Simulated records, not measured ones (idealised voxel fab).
Proc. module: voxel tone inversion
This is section cut - it's 285 nm across, gridded in 5 nm square cells.
In what follows, cross-sections appear as grids of square cells, described through bands that run from the top down, where every band is one or more rows of cells.
Band entry format. Leading values: height of top, height of bottom, nm. Remainder: materials in left-to-right order, each with its width in nm. Special words: "everywhere" on a single material, which then fills the band edge to edge; "empty", empty space.
For the purposes of this specification, 0 denotes the height below which the wafer in its as-received condition is composed wholly of one material, and the lowermost band, lacking a lower limit, extends downward without end, as expressed in "0 down".
Width "30..40": first value at the band's top row of cells, second value at its bottom row, equal change from row to row.
Take "no alteration" at face value: in the step it is given for, the cross-section changed in none of its cells.
Under "Sealed-off cavities" you'll find the enclosed gaps, the ones with no way out to the top, that are 8 cells or bigger; each reads width x height at distance, with distance counted from the left edge, everything in nm.
Where a step's line continues beyond its settings, the continuation is a remark by the simulator itself on that step.
The line of a step may include "overlay nm". On a step with a mask, this value is how far to the right of its planned place the mask lay. A negative value means the mask lay to the left.

Steps in the process plan:
1. RECEIVE with material Si
2. CONFORMAL_DEP with material SiCN, thk nm 5
3. DIRECTIONAL_DEP with material aC, thk nm 20
4. PATTERN with tone cover, mask id POSTS, material resist, width nm 25, pitch nm 50, thk nm 30, overlay nm 0
5. DIRECTIONAL_ETCH with etch materials aC, depth nm 20
6. STRIP with etch materials resist
7. FILL_DEP with material lowk, thk nm 10
8. CMP with height nm 25
9. STRIP with etch materials aC
10. CONFORMAL_DEP with material TiN, thk nm 5
11. FILL_DEP with material Ru, thk nm 10
12. CMP with height nm 25
13. CONFORMAL_DEP with material SiCN, thk nm 5

On the first of the two wafers: run conducted according to plan:

Incoming wafer in cross-section (state: after step 1):
	0 down  Si everywhere
	Sealed-off cavities: none

You're looking at a cross-section of the wafer after step 2:
	5 to 0  SiCN everywhere
	Below 0, no change.

You're looking at a cross-section of the wafer after step 3:
	25 to 5  aC everywhere
	Below 5, no change.

You're looking at a cross-section of the wafer after step 4:
	55 to 25  empty=80, resist=25, empty=25, resist=25, empty=25, resist=25, empty=80
	Below 25, no change.

You're looking at a cross-section of the wafer after step 5:
	35 to 25  empty=80, resist=25, empty=25, resist=25, empty=25, resist=25, empty=80
	25 to 5  empty=80, aC=25, empty=25, aC=25, empty=25, aC=25, empty=80
	Below 5, no change.

You're looking at a cross-section of the wafer after step 6:
	25 to 5  empty=80, aC=25, empty=25, aC=25, empty=25, aC=25, empty=80
	Below 5, no change.

You're looking at a cross-section of the wafer after step 7:
	35 to 25  lowk everywhere
	25 to 5  lowk=80, aC=25, lowk=25, aC=25, lowk=25, aC=25, lowk=80
	Below 5, no change.

You're looking at a cross-section of the wafer after step 8:
	25 to 5  lowk=80, aC=25, lowk=25, aC=25, lowk=25, aC=25, lowk=80
	Below 5, no change.

You're looking at a cross-section of the wafer after step 9:
	25 to 5  lowk=80, empty=25, lowk=25, empty=25, lowk=25, empty=25, lowk=80
	Below 5, no change.

You're looking at a cross-section of the wafer after step 10:
	30 to 25  TiN=85, empty=15, TiN=35, empty=15, TiN=35, empty=15, TiN=85
	25 to 10  lowk=80, TiN=5, empty=15, TiN=5, lowk=25, TiN=5, empty=15, TiN=5, lowk=25, TiN=5, empty=15, TiN=5, lowk=80
	10 to 5  lowk=80, TiN=25, lowk=25, TiN=25, lowk=25, TiN=25, lowk=80
	Below 5, no change.

You're looking at a cross-section of the wafer after step 11:
	40 to 30  Ru everywhere
	30 to 25  TiN=85, Ru=15, TiN=35, Ru=15, TiN=35, Ru=15, TiN=85
	25 to 10  lowk=80, TiN=5, Ru=15, TiN=5, lowk=25, TiN=5, Ru=15, TiN=5, lowk=25, TiN=5, Ru=15, TiN=5, lowk=80
	Below 10, no change.

You're looking at a cross-section of the wafer after step 12:
	25 to 10  lowk=80, TiN=5, Ru=15, TiN=5, lowk=25, TiN=5, Ru=15, TiN=5, lowk=25, TiN=5, Ru=15, TiN=5, lowk=80
	Below 10, no change.

You're looking at a cross-section of the wafer after step 13:
	30 to 25  SiCN everywhere
	Below 25, no change.

Second wafer - shared start and plan with the first - one error in running - same as the first up to step 3 inclusive:

Cross-section, second wafer, at the end time the plan gives for step 4:
	55 to 25  empty=85, resist=25, empty=25, resist=25, empty=25, resist=25, empty=75
	Below 25, no change.

Cross-section, second wafer, at the end time the plan gives for step 5:
	35 to 25  empty=85, resist=25, empty=25, resist=25, empty=25, resist=25, empty=75
	25 to 5  empty=85, aC=25, empty=25, aC=25, empty=25, aC=25, empty=75
	Below 5, no change.

Cross-section, second wafer, at the end time the plan gives for step 6:
	25 to 5  empty=85, aC=25, empty=25, aC=25, empty=25, aC=25, empty=75
	Below 5, no change.

Cross-section, second wafer, at the end time the plan gives for step 7:
	35 to 25  lowk everywhere
	25 to 5  lowk=85, aC=25, lowk=25, aC=25, lowk=25, aC=25, lowk=75
	Below 5, no change.

Cross-section, second wafer, at the end time the plan gives for step 8:
	25 to 5  lowk=85, aC=25, lowk=25, aC=25, lowk=25, aC=25, lowk=75
	Below 5, no change.

Cross-section, second wafer, at the end time the plan gives for step 9:
	25 to 5  lowk=85, empty=25, lowk=25, empty=25, lowk=25, empty=25, lowk=75
	Below 5, no change.

Cross-section, second wafer, at the end time the plan gives for step 10:
	30 to 25  TiN=90, empty=15, TiN=35, empty=15, TiN=35, empty=15, TiN=80
	25 to 10  lowk=85, TiN=5, empty=15, TiN=5, lowk=25, TiN=5, empty=15, TiN=5, lowk=25, TiN=5, empty=15, TiN=5, lowk=75
	10 to 5  lowk=85, TiN=25, lowk=25, TiN=25, lowk=25, TiN=25, lowk=75
	Below 5, no change.

Cross-section, second wafer, at the end time the plan gives for step 11:
	40 to 30  Ru everywhere
	30 to 25  TiN=90, Ru=15, TiN=35, Ru=15, TiN=35, Ru=15, TiN=80
	25 to 10  lowk=85, TiN=5, Ru=15, TiN=5, lowk=25, TiN=5, Ru=15, TiN=5, lowk=25, TiN=5, Ru=15, TiN=5, lowk=75
	Below 10, no change.

Cross-section, second wafer, at the end time the plan gives for step 12:
	25 to 10  lowk=85, TiN=5, Ru=15, TiN=5, lowk=25, TiN=5, Ru=15, TiN=5, lowk=25, TiN=5, Ru=15, TiN=5, lowk=75
	Below 10, no change.

Cross-section, second wafer, at the end time the plan gives for step 13:
	30 to 25  SiCN everywhere
	Below 25, no change.
Nonconformance to the process plan: step 4 went in with a setting other than planned; the actual run was PATTERN with tone cover, mask id POSTS, material resist, width nm 25, pitch nm 50, thk nm 30, overlay nm 5
Heads up: at the end the two wafers have identical cell counts per material, they're just laid out differently.
